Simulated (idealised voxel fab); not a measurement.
process module | voxel gate over fins
cross-section cut | 150 nm wide | cells 5 nm
A cross-section is a grid of square cells, given in bands from the top down. A band is one or more rows of cells.
Each band's line starts with the height of the band's top and of its bottom, in nm. Then come its materials from left to right, each with its width in nm. One material with "throughout" fills the band from edge to edge. "air" is empty space.
Height 0 is the level under which the wafer as received is all one material. The lowest band goes on downwards, as in "0 down".
A width such as "30 to 40" changes by the same amount from each row of cells to the next, from the band's top row to its bottom row.
"no change" after a step means that no cell of the cross-section changed.
closed voids: empty space of 8 cells or more with no open way to the top, each as width x height at its distance from the left edge, in nm
after a step's settings: what the simulator itself notes on the step
overlay nm, on a step with a mask: how far to the right of its planned place the mask lay; to the left if negative
plan
1 op RECEIVE | material Si
2 op CONFORMAL_DEP | material SiN | thk nm 5
3 op MASKED_ETCH | tone cover | mask id FINS | width nm 15 | pitch nm 45 | etch materials SiN | depth nm 5 | overlay nm 0
4 op MASKED_ETCH | tone cover | mask id FINS | width nm 15 | pitch nm 45 | etch materials Si | depth nm 30 | overlay nm 0
5 op OXIDIZE | depth nm 5
6 op FILL_DEP | material SiO2 | thk nm 10
7 op CMP | height nm 5
8 op SELECTIVE_ETCH | etch materials SiO2 | depth nm 15
9 op STRIP | etch materials SiN
10 op CONFORMAL_DEP | material HfO2 | thk nm 5
11 op CONFORMAL_DEP | material TiN | thk nm 5
12 op FILL_DEP | material W | thk nm 15
13 op CMP | height nm 20
14 op CONFORMAL_DEP | material SiCN | thk nm 10
as received, after step 1
  0 down: Si throughout
  closed voids: none
first wafer at the end, as planned
  30 to 20: SiCN throughout
  20 to 10: W throughout
  10 to 5: W 40 | TiN 25 | W 20 | TiN 25 | W 40
  5 to 0: W 40 | TiN 5 | HfO2 15 | TiN 5 | W 20 | TiN 5 | HfO2 15 | TiN 5 | W 40
  0 to -5: TiN 45 | HfO2 5 | Si 5 | HfO2 5 | TiN 30 | HfO2 5 | Si 5 | HfO2 5 | TiN 45
  -5 to -10: HfO2 50 | Si 5 | HfO2 40 | Si 5 | HfO2 50
  -10 to -35: SiO2 50 | Si 5 | SiO2 40 | Si 5 | SiO2 50
  -35 down: Si throughout
  closed voids: none
second wafer at the end: like start, like plan, one mistake
  30 to 20: SiCN throughout
  20 to 5: W throughout
  5 to 0: W 45 | TiN 15 | W 30 | TiN 15 | W 45
  0 to -5: W 45 | TiN 5 | Si 5 | TiN 5 | W 30 | TiN 5 | Si 5 | TiN 5 | W 45
  -5 to -10: TiN 50 | Si 5 | TiN 40 | Si 5 | TiN 50
  -10 to -35: SiO2 50 | Si 5 | SiO2 40 | Si 5 | SiO2 50
  -35 down: Si throughout
  closed voids: none
what went wrong: step 10 was left out
at the end the second wafer has, in cells: 38 fewer of HfO2 | 38 more of W
